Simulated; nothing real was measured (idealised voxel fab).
Title: Process Module voxel spacer lines
cross-section cut | 285 nm wide | cells 5 nm
This document writes a cross-section as a grid whose cells are square, and gives it as bands, listed from the top down; one or more rows of cells form a band.
Band: top height; bottom height; in nm. Then, left to right: material with width in nm, for each material. "throughout": a single material spanning edge to edge. "empty": empty space.
Where do heights start? At 0: under that level the wafer as delivered is made of one material only. And the lowest band has no floor; it just carries on downward, as in "z 0 and below".
The two numbers in a width such as "30..40" mark its ends across the band: the first belongs to the top row of cells, the second to the bottom row, and from each row to the next the width moves by the same amount.
It should be understood that the words "identical to before", when stated for a given step, signify that the cross-section underwent no change in any of its cells during that step.
For the entry "Trapped cavities", the listed items are empty spaces with no open way to the top whose size is 8 cells or more; each item follows the pattern width x height at distance, where distance is from the left edge and all three are in nm.
Read whatever lies past the settings on a step's line as the simulator's own remark about the step.
overlay nm: where the mask lay relative to plan, measured to the right, on steps with a mask; negatives go left.

List of planned process steps:
- 1: op RECEIVE | material Si
- 2: op CONFORMAL_DEP | material Al2O3 | thk nm 10
- 3: op DIRECTIONAL_DEP | material W | thk nm 10
- 4: op DIRECTIONAL_DEP | material aC | thk nm 30
- 5: op PATTERN | tone cover | mask id MANDREL | material resist | width nm 25 | pitch nm 80 | thk nm 35 | overlay nm -15
- 6: op DIRECTIONAL_ETCH | etch materials aC | depth nm 30
- 7: op STRIP | etch materials resist
- 8: op CONFORMAL_DEP | material SiO2 | thk nm 15
- 9: op DIRECTIONAL_ETCH | etch materials SiO2 | depth nm 15
- 10: op STRIP | etch materials aC
- 11: op DIRECTIONAL_ETCH | etch materials W | depth nm 10
- 12: op STRIP | etch materials SiO2
The plan shows the overlay nm of step 5 as the first wafer had it; this setting differs between the wafers, which start out alike.

So this is the first of several wafers, cross-sectioned as it came to us, meaning it's at the end of step 1:
* z 0 and below  Si throughout
* Trapped cavities: none

Every row in this table is a wafer at the end of the module, and it gives, for each of the materials, the cells that wafer has gained (+) or lost (-) since it was received, then its closed voids:
overlay nm -15, +114 Al2O3, +24 W, Trapped cavities: none
overlay nm -10, +114 Al2O3, +24 W, Trapped cavities: none
overlay nm -5, +114 Al2O3, +24 W, Trapped cavities: none
overlay nm 0, +114 Al2O3, +24 W, Trapped cavities: none
overlay nm 5, +114 Al2O3, +24 W, Trapped cavities: none
overlay nm 10, +114 Al2O3, +24 W, Trapped cavities: none
overlay nm 15, +114 Al2O3, +24 W, Trapped cavities: none
